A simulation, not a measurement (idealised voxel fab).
voxel quadruple lines: a process module
We display cut, a cross-section 225 nm in width whose square cells are each 5 nm.
When this document writes out a cross-section, it uses a grid of square cells and lists it as bands, beginning at the top and moving down, with a band standing for one or more rows of cells. Band: top and bottom heights (nm) first, top before bottom; then materials from left to right, widths in nm. "everywhere" marks a sole material filling the band edge to edge. "empty" denotes empty space. Heights are reckoned from 0. Under this level, the received wafer is all of one material. The bottommost band is open-ended downward, for example "0 -> down". The expression "30..40" gives the width at the extremes of the band, the first number at its top row of cells and the second at its bottom row, with the width changing by equal amounts from each row to the next in between. For the purposes of this document, the phrase "nothing different" attached to a step denotes that no cell within the cross-section was modified by that step. Enclosed voids (no open way to top), threshold 8 cells or more, entry "Closed-off voids", notation width x height at distance, distance from left edge, nm. That trailing text on a step's line, after the settings, is the simulator's own remark on the step. overlay nm: mask offset rightward from planned place, masked step; negative means leftward offset.

-- The steps planned for the process are as follows
1. RECEIVE | material Si
2. CONFORMAL_DEP | material SiO2 | thk nm 10
3. DIRECTIONAL_DEP | material TiN | thk nm 10
4. DIRECTIONAL_DEP | material polySi | thk nm 20
5. DIRECTIONAL_DEP | material aC | thk nm 20
6. PATTERN | tone cover | mask id MANDREL | material resist | width nm 30 | thk nm 30 | overlay nm 0
7. DIRECTIONAL_ETCH | etch materials aC | depth nm 20
8. STRIP | etch materials resist
9. CONFORMAL_DEP | material SiO2 | thk nm 10
10. DIRECTIONAL_ETCH | etch materials SiO2 | depth nm 10
11. STRIP | etch materials aC
12. DIRECTIONAL_ETCH | etch materials polySi | depth nm 20
13. STRIP | etch materials SiO2
14. CONFORMAL_DEP | material SiN | thk nm 10
15. DIRECTIONAL_ETCH | etch materials SiN | depth nm 10
16. STRIP | etch materials polySi
17. DIRECTIONAL_ETCH | etch materials TiN | depth nm 10
18. STRIP | etch materials SiN
19. FILL_DEP | material lowk | thk nm 10
20. CMP | height nm 20

-- As received (post step 1): cross-section
	0 -> down = Si everywhere
	Closed-off voids: none

-- First of two wafers at the end of the module, shown in cross-section; run carried out as planned
	20 -> 10 = lowk 75 nm, then TiN 10 nm, then lowk 10 nm, then TiN 10 nm, then lowk 10 nm, then TiN 10 nm, then lowk 10 nm, then TiN 10 nm, then lowk 80 nm
	10 -> 0 = SiO2 everywhere
	0 -> down = Si everywhere
	Closed-off voids: none

-- Second wafer cross-section at end of module - shared start and plan with the first, one mistake in the run
	20 -> 10 = lowk 85 nm, then TiN 10 nm, then lowk 10 nm, then TiN 10 nm, then lowk 10 nm, then TiN 10 nm, then lowk 90 nm
	10 -> 0 = SiO2 everywhere
	0 -> down = Si everywhere
	Closed-off voids: none
Heads up, the wafer didn't run the way we planned it: step 6 went in with a setting other than planned; the actual run was PATTERN | tone open | mask id MANDREL | material resist | width nm 30 | thk nm 30 | overlay nm 0
Upon completion, the second wafer contains, in terms of cells, a greater or smaller amount of certain materials than the first wafer: 4 fewer of TiN, 4 more of lowk
